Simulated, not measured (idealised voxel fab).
Proc. module: voxel capacitor over wiring
Shown is cross-section cut, with a width of 220 nm and square cells of size 5 nm.
A cross-section is written here as square cells arranged in a grid, and it is given in bands from the top down, each band taking up one or more rows of cells. Top height, bottom height, nm. Materials left to right, width each, nm. Single material + "throughout" = fills band edge to edge. "empty" = empty. Note: height 0 marks the level under which the wafer is uniformly one material as received. Lowest band unbounded below, written "z 0 and below". The width entry "30..40" should be interpreted row by row: the top row of cells in the band takes the first number, the bottom row takes the second number, and the change between adjacent rows is uniform throughout. "no change occurred" (step): cross-section cells unchanged, all of them. Closed empty spaces (no open way to the top) of 8 cells or more are what "Completely sealed voids" lists, each as width x height at distance from the left edge, nm for all three. Where a step's line continues beyond its settings, the continuation is a remark by the simulator itself on that step. The "overlay nm" setting may appear on a step's line; for a step that uses a mask, it gives how far to the right of its planned position the mask lay, and a negative value indicates the left.
The steps planned for the process are as follows:
- 1: RECEIVE, material Si
- 2: CONFORMAL_DEP, material SiO2, thk nm 15
- 3: DIRECTIONAL_DEP, material TiN, thk nm 5
- 4: DIRECTIONAL_DEP, material Ru, thk nm 15
- 5: DIRECTIONAL_DEP, material aC, thk nm 10
- 6: PATTERN, tone cover, mask id METAL_1, material resist, width nm 25, pitch nm 85, thk nm 30, overlay nm 0
- 7: DIRECTIONAL_ETCH, etch materials aC, depth nm 10
- 8: STRIP, etch materials resist
- 9: DIRECTIONAL_ETCH, etch materials Ru, depth nm 15
- 10: DIRECTIONAL_ETCH, etch materials TiN, depth nm 5
- 11: STRIP, etch materials aC
- 12: CONFORMAL_DEP, material SiN, thk nm 5
- 13: FILL_DEP, material SiO2, thk nm 5
- 14: CMP, height nm 35
- 15: CONFORMAL_DEP, material SiCN, thk nm 5
- 16: DIRECTIONAL_DEP, material lowk, thk nm 20
- 17: PATTERN, tone open, mask id PLUG_1, material resist, width nm 15, thk nm 15, overlay nm 0
- 18: DIRECTIONAL_ETCH, etch materials lowk, depth nm 20
- 19: DIRECTIONAL_ETCH, etch materials SiCN, depth nm 5
- 20: STRIP, etch materials resist
- 21: EPI, material Ru, thk nm 10
- 22: EPI, material Ru, thk nm 10
- 23: EPI, material Ru, thk nm 5
- 24: DIRECTIONAL_DEP, material TiN, thk nm 10
- 25: DIRECTIONAL_DEP, material Al2O3, thk nm 5
- 26: DIRECTIONAL_DEP, material TiN, thk nm 5
- 27: MASKED_ETCH, tone cover, mask id UPPER_PLATE, width nm 65, etch materials TiN, depth nm 5, overlay nm 0
- 28: MASKED_ETCH, tone cover, mask id UPPER_PLATE, width nm 65, etch materials Al2O3, depth nm 5, overlay nm 0
- 29: PATTERN, tone cover, mask id LOWER_PLATE, material resist, width nm 75, thk nm 20, overlay nm 0
- 30: DIRECTIONAL_ETCH, etch materials TiN, depth nm 10
- 31: STRIP, etch materials resist
- 32: FILL_DEP, material SiO2, thk nm 15
- 33: CMP, height nm 90
- 34: DIRECTIONAL_DEP, material aC, thk nm 10
- 35: PATTERN, tone open, mask id PLUG_2, material resist, width nm 15, thk nm 30, overlay nm 0
- 36: DIRECTIONAL_ETCH, etch materials aC, depth nm 10
- 37: STRIP, etch materials resist
- 38: DIRECTIONAL_ETCH, etch materials SiO2, depth nm 10
- 39: STRIP, etch materials aC
- 40: CONFORMAL_DEP, material TiN, thk nm 5
- 41: FILL_DEP, material W, thk nm 5
- 42: CMP, height nm 90
- 43: CONFORMAL_DEP, material SiCN, thk nm 5
First out of two wafers; run went to plan:
Step 1 complete: cross-section of the wafer as received:
  z 0 and below = Si throughout
  Completely sealed voids: none
Upon completion of step 2, the wafer appears in cross-section as shown:
  z 15 to 0 = SiO2 throughout
  Note: structure below 0 unchanged.
Upon completion of step 3, the wafer appears in cross-section as shown:
  z 20 to 15 = TiN throughout
  Note: structure below 15 unchanged.
Upon completion of step 4, the wafer appears in cross-section as shown:
  z 35 to 20 = Ru throughout
  Note: structure below 20 unchanged.
Upon completion of step 5, the wafer appears in cross-section as shown:
  z 45 to 35 = aC throughout
  Note: structure below 35 unchanged.
Upon completion of step 6, the wafer appears in cross-section as shown:
  z 75 to 45 = empty 55 / resist 25 / empty 60 / resist 25 / empty 55
  Note: structure below 45 unchanged.
Upon completion of step 7, the wafer appears in cross-section as shown:
  z 65 to 45 = empty 55 / resist 25 / empty 60 / resist 25 / empty 55
  z 45 to 35 = empty 55 / aC 25 / empty 60 / aC 25 / empty 55
  Note: structure below 35 unchanged.
Upon completion of step 8, the wafer appears in cross-section as shown:
  z 45 to 35 = empty 55 / aC 25 / empty 60 / aC 25 / empty 55
  Note: structure below 35 unchanged.
Upon completion of step 9, the wafer appears in cross-section as shown:
  z 45 to 35 = empty 55 / aC 25 / empty 60 / aC 25 / empty 55
  z 35 to 20 = empty 55 / Ru 25 / empty 60 / Ru 25 / empty 55
  Note: structure below 20 unchanged.
Upon completion of step 10, the wafer appears in cross-section as shown:
  z 45 to 35 = empty 55 / aC 25 / empty 60 / aC 25 / empty 55
  z 35 to 20 = empty 55 / Ru 25 / empty 60 / Ru 25 / empty 55
  z 20 to 15 = empty 55 / TiN 25 / empty 60 / TiN 25 / empty 55
  Note: structure below 15 unchanged.
Upon completion of step 11, the wafer appears in cross-section as shown:
  z 35 to 20 = empty 55 / Ru 25 / empty 60 / Ru 25 / empty 55
  Note: structure below 20 unchanged.
Upon completion of step 12, the wafer appears in cross-section as shown:
  z 40 to 35 = empty 50 / SiN 35 / empty 50 / SiN 35 / empty 50
  z 35 to 20 = empty 50 / SiN 5 / Ru 25 / SiN 5 / empty 50 / SiN 5 / Ru 25 / SiN 5 / empty 50
  z 20 to 15 = SiN 55 / TiN 25 / SiN 60 / TiN 25 / SiN 55
  Note: structure below 15 unchanged.
Upon completion of step 13, the wafer appears in cross-section as shown:
  z 45 to 40 = SiO2 throughout
  z 40 to 35 = SiO2 50 / SiN 35 / SiO2 50 / SiN 35 / SiO2 50
  z 35 to 20 = SiO2 50 / SiN 5 / Ru 25 / SiN 5 / SiO2 50 / SiN 5 / Ru 25 / SiN 5 / SiO2 50
  Note: structure below 20 unchanged.
Upon completion of step 14, the wafer appears in cross-section as shown:
  z 35 to 20 = SiO2 50 / SiN 5 / Ru 25 / SiN 5 / SiO2 50 / SiN 5 / Ru 25 / SiN 5 / SiO2 50
  Note: structure below 20 unchanged.
Upon completion of step 15, the wafer appears in cross-section as shown:
  z 40 to 35 = SiCN throughout
  Note: structure below 35 unchanged.
Upon completion of step 16, the wafer appears in cross-section as shown:
  z 60 to 40 = lowk throughout
  Note: structure below 40 unchanged.
Upon completion of step 17, the wafer appears in cross-section as shown:
  z 75 to 60 = resist 65 / empty 15 / resist 140
  Note: structure below 60 unchanged.
Upon completion of step 18, the wafer appears in cross-section as shown:
  z 75 to 60 = resist 65 / empty 15 / resist 140
  z 60 to 40 = lowk 65 / empty 15 / lowk 140
  Note: structure below 40 unchanged.
Upon completion of step 19, the wafer appears in cross-section as shown:
  z 75 to 60 = resist 65 / empty 15 / resist 140
  z 60 to 40 = lowk 65 / empty 15 / lowk 140
  z 40 to 35 = SiCN 65 / empty 15 / SiCN 140
  Note: structure below 35 unchanged.
Upon completion of step 20, the wafer appears in cross-section as shown:
  z 60 to 40 = lowk 65 / empty 15 / lowk 140
  Note: structure below 40 unchanged.
Upon completion of step 21, the wafer appears in cross-section as shown:
  z 60 to 45 = lowk 65 / empty 15 / lowk 140
  z 45 to 40 = lowk 65 / Ru 15 / lowk 140
  z 40 to 35 = SiCN 65 / Ru 15 / SiCN 140
  Note: structure below 35 unchanged.
Upon completion of step 22, the wafer appears in cross-section as shown:
  z 60 to 55 = lowk 65 / empty 15 / lowk 140
  z 55 to 40 = lowk 65 / Ru 15 / lowk 140
  Note: structure below 40 unchanged.
Upon completion of step 23, the wafer appears in cross-section as shown:
  z 60 to 40 = lowk 65 / Ru 15 / lowk 140
  Note: structure below 40 unchanged.
Upon completion of step 24, the wafer appears in cross-section as shown:
  z 70 to 60 = TiN throughout
  Note: structure below 60 unchanged.
Upon completion of step 25, the wafer appears in cross-section as shown:
  z 75 to 70 = Al2O3 throughout
  Note: structure below 70 unchanged.
Upon completion of step 26, the wafer appears in cross-section as shown:
  z 80 to 75 = TiN throughout
  Note: structure below 75 unchanged.
Upon completion of step 27, the wafer appears in cross-section as shown:
  z 80 to 75 = empty 65 / TiN 65 / empty 90
  Note: structure below 75 unchanged.
Upon completion of step 28, the wafer appears in cross-section as shown:
  z 80 to 75 = empty 65 / TiN 65 / empty 90
  z 75 to 70 = empty 65 / Al2O3 65 / empty 90
  Note: structure below 70 unchanged.
Upon completion of step 29, the wafer appears in cross-section as shown:
  z 100 to 80 = empty 60 / resist 75 / empty 85
  z 80 to 75 = empty 60 / resist 5 / TiN 65 / resist 5 / empty 85
  z 75 to 70 = empty 60 / resist 5 / Al2O3 65 / resist 5 / empty 85
  Note: structure below 70 unchanged.
Upon completion of step 30, the wafer appears in cross-section as shown:
  z 100 to 80 = empty 60 / resist 75 / empty 85
  z 80 to 75 = empty 60 / resist 5 / TiN 65 / resist 5 / empty 85
  z 75 to 70 = empty 60 / resist 5 / Al2O3 65 / resist 5 / empty 85
  z 70 to 60 = empty 60 / TiN 75 / empty 85
  Note: structure below 60 unchanged.
Upon completion of step 31, the wafer appears in cross-section as shown:
  z 80 to 75 = empty 65 / TiN 65 / empty 90
  z 75 to 70 = empty 65 / Al2O3 65 / empty 90
  Note: structure below 70 unchanged.
Upon completion of step 32, the wafer appears in cross-section as shown:
  z 95 to 80 = SiO2 throughout
  z 80 to 75 = SiO2 65 / TiN 65 / SiO2 90
  z 75 to 70 = SiO2 65 / Al2O3 65 / SiO2 90
  z 70 to 60 = SiO2 60 / TiN 75 / SiO2 85
  Note: structure below 60 unchanged.
Upon completion of step 33, the wafer appears in cross-section as shown:
  z 90 to 80 = SiO2 throughout
  Note: structure below 80 unchanged.
Upon completion of step 34, the wafer appears in cross-section as shown:
  z 100 to 90 = aC throughout
  Note: structure below 90 unchanged.
Upon completion of step 35, the wafer appears in cross-section as shown:
  z 130 to 100 = resist 75 / empty 15 / resist 130
  Note: structure below 100 unchanged.
Upon completion of step 36, the wafer appears in cross-section as shown:
  z 120 to 100 = resist 75 / empty 15 / resist 130
  z 100 to 90 = aC 75 / empty 15 / aC 130
  Note: structure below 90 unchanged.
Upon completion of step 37, the wafer appears in cross-section as shown:
  z 100 to 90 = aC 75 / empty 15 / aC 130
  Note: structure below 90 unchanged.
Upon completion of step 38, the wafer appears in cross-section as shown:
  z 100 to 90 = aC 75 / empty 15 / aC 130
  z 90 to 80 = SiO2 75 / empty 15 / SiO2 130
  Note: structure below 80 unchanged.
Upon completion of step 39, the wafer appears in cross-section as shown:
  z 90 to 80 = SiO2 75 / empty 15 / SiO2 130
  Note: structure below 80 unchanged.
Upon completion of step 40, the wafer appears in cross-section as shown:
  z 95 to 90 = TiN 80 / empty 5 / TiN 135
  z 90 to 85 = SiO2 75 / TiN 5 / empty 5 / TiN 5 / SiO2 130
  z 85 to 75 = SiO2 75..65 / TiN 15..65 / SiO2 130..90
  Note: structure below 75 unchanged.
Upon completion of step 41, the wafer appears in cross-section as shown:
  z 100 to 95 = W throughout
  z 95 to 90 = TiN 80 / W 5 / TiN 135
  z 90 to 85 = SiO2 75 / TiN 5 / W 5 / TiN 5 / SiO2 130
  Note: structure below 85 unchanged.
Upon completion of step 42, the wafer appears in cross-section as shown:
  z 90 to 85 = SiO2 75 / TiN 5 / W 5 / TiN 5 / SiO2 130
  Note: structure below 85 unchanged.
Upon completion of step 43, the wafer appears in cross-section as shown:
  z 95 to 90 = SiCN throughout
  Note: structure below 90 unchanged.
Now the other wafer: same start, same recipe, but we messed up one thing when running it. Up to and including step 20 it's the same as the first one:
Second wafer, sectioned view, at step 22's planned end time:
  z 65 to 60 = empty 60 / Ru 25 / empty 135
  z 60 to 40 = lowk 65 / Ru 15 / lowk 140
  z 40 to 35 = SiCN 65 / Ru 15 / SiCN 140
  Note: structure below 35 unchanged.
Second wafer, sectioned view, at step 23's planned end time:
  z 70 to 60 = empty 55 / Ru 35 / empty 130
  Note: structure below 60 unchanged.
Second wafer, sectioned view, at step 24's planned end time:
  z 80 to 70 = empty 55 / TiN 35 / empty 130
  z 70 to 60 = TiN 55 / Ru 35 / TiN 130
  Note: structure below 60 unchanged.
Second wafer, sectioned view, at step 25's planned end time:
  z 85 to 80 = empty 55 / Al2O3 35 / empty 130
  z 80 to 75 = empty 55 / TiN 35 / empty 130
  z 75 to 70 = Al2O3 55 / TiN 35 / Al2O3 130
  Note: structure below 70 unchanged.
Second wafer, sectioned view, at step 26's planned end time:
  z 90 to 85 = empty 55 / TiN 35 / empty 130
  z 85 to 80 = empty 55 / Al2O3 35 / empty 130
  z 80 to 75 = TiN throughout
  Note: structure below 75 unchanged.
Second wafer, sectioned view, at step 27's planned end time:
  z 90 to 85 = empty 65 / TiN 25 / empty 130
  z 85 to 80 = empty 55 / Al2O3 35 / empty 130
  z 80 to 75 = empty 55 / TiN 75 / empty 90
  Note: structure below 75 unchanged.
Second wafer, sectioned view, at step 28's planned end time:
  z 90 to 85 = empty 65 / TiN 25 / empty 130
  z 85 to 80 = empty 65 / Al2O3 25 / empty 130
  z 80 to 75 = empty 55 / TiN 75 / empty 90
  z 75 to 70 = empty 55 / TiN 35 / Al2O3 40 / empty 90
  Note: structure below 70 unchanged.
Second wafer, sectioned view, at step 29's planned end time:
  z 110 to 90 = empty 60 / resist 75 / empty 85
  z 90 to 85 = empty 60 / resist 5 / TiN 25 / resist 45 / empty 85
  z 85 to 80 = empty 60 / resist 5 / Al2O3 25 / resist 45 / empty 85
  z 80 to 75 = empty 55 / TiN 75 / resist 5 / empty 85
  z 75 to 70 = empty 55 / TiN 35 / Al2O3 40 / resist 5 / empty 85
  Note: structure below 70 unchanged.
Second wafer, sectioned view, at step 30's planned end time:
  z 110 to 90 = empty 60 / resist 75 / empty 85
  z 90 to 85 = empty 60 / resist 5 / TiN 25 / resist 45 / empty 85
  z 85 to 80 = empty 60 / resist 5 / Al2O3 25 / resist 45 / empty 85
  z 80 to 75 = empty 60 / TiN 70 / resist 5 / empty 85
  z 75 to 70 = empty 60 / TiN 30 / Al2O3 40 / resist 5 / empty 85
  z 70 to 60 = empty 55 / Ru 35 / TiN 45 / empty 85
  Note: structure below 60 unchanged.
Second wafer, sectioned view, at step 31's planned end time:
  z 90 to 85 = empty 65 / TiN 25 / empty 130
  z 85 to 80 = empty 65 / Al2O3 25 / empty 130
  z 80 to 75 = empty 60 / TiN 70 / empty 90
  z 75 to 70 = empty 60 / TiN 30 / Al2O3 40 / empty 90
  Note: structure below 70 unchanged.
Second wafer, sectioned view, at step 32's planned end time:
  z 105 to 90 = SiO2 throughout
  z 90 to 85 = SiO2 65 / TiN 25 / SiO2 130
  z 85 to 80 = SiO2 65 / Al2O3 25 / SiO2 130
  z 80 to 75 = SiO2 60 / TiN 70 / SiO2 90
  z 75 to 70 = SiO2 60 / TiN 30 / Al2O3 40 / SiO2 90
  z 70 to 60 = SiO2 55 / Ru 35 / TiN 45 / SiO2 85
  Note: structure below 60 unchanged.
Second wafer, sectioned view, at step 33's planned end time:
  z 90 to 85 = SiO2 65 / TiN 25 / SiO2 130
  Note: structure below 85 unchanged.
Second wafer, sectioned view, at step 34's planned end time:
  z 100 to 90 = aC throughout
  Note: structure below 90 unchanged.
Second wafer, sectioned view, at step 35's planned end time:
  z 130 to 100 = resist 75 / empty 15 / resist 130
  Note: structure below 100 unchanged.
Second wafer, sectioned view, at step 36's planned end time:
  z 120 to 100 = resist 75 / empty 15 / resist 130
  z 100 to 90 = aC 75 / empty 15 / aC 130
  Note: structure below 90 unchanged.
Second wafer, sectioned view, at step 37's planned end time:
  z 100 to 90 = aC 75 / empty 15 / aC 130
  Note: structure below 90 unchanged.
Second wafer, sectioned view, at step 38's planned end time: no change occurred
Second wafer, sectioned view, at step 39's planned end time:
  z 90 to 85 = SiO2 65 / TiN 25 / SiO2 130
  Note: structure below 85 unchanged.
Second wafer, sectioned view, at step 40's planned end time:
  z 95 to 90 = TiN throughout
  Note: structure below 90 unchanged.
Second wafer, sectioned view, at step 41's planned end time:
  z 100 to 95 = W throughout
  Note: structure below 95 unchanged.
Second wafer, sectioned view, at step 42's planned end time:
  z 90 to 85 = SiO2 65 / TiN 25 / SiO2 130
  Note: structure below 85 unchanged.
Second wafer, sectioned view, at step 43's planned end time:
  z 95 to 90 = SiCN throughout
  Note: structure below 90 unchanged.
What broke from the plan during processing? one of the identical steps 21 and 22 ran twice, and which one cannot be pinned down
The final cell counts differ between the wafers, with the second having more or fewer of some materials than the first: Ru: 14 more | SiO2: 8 fewer | TiN: 5 fewer | W: 1 fewer
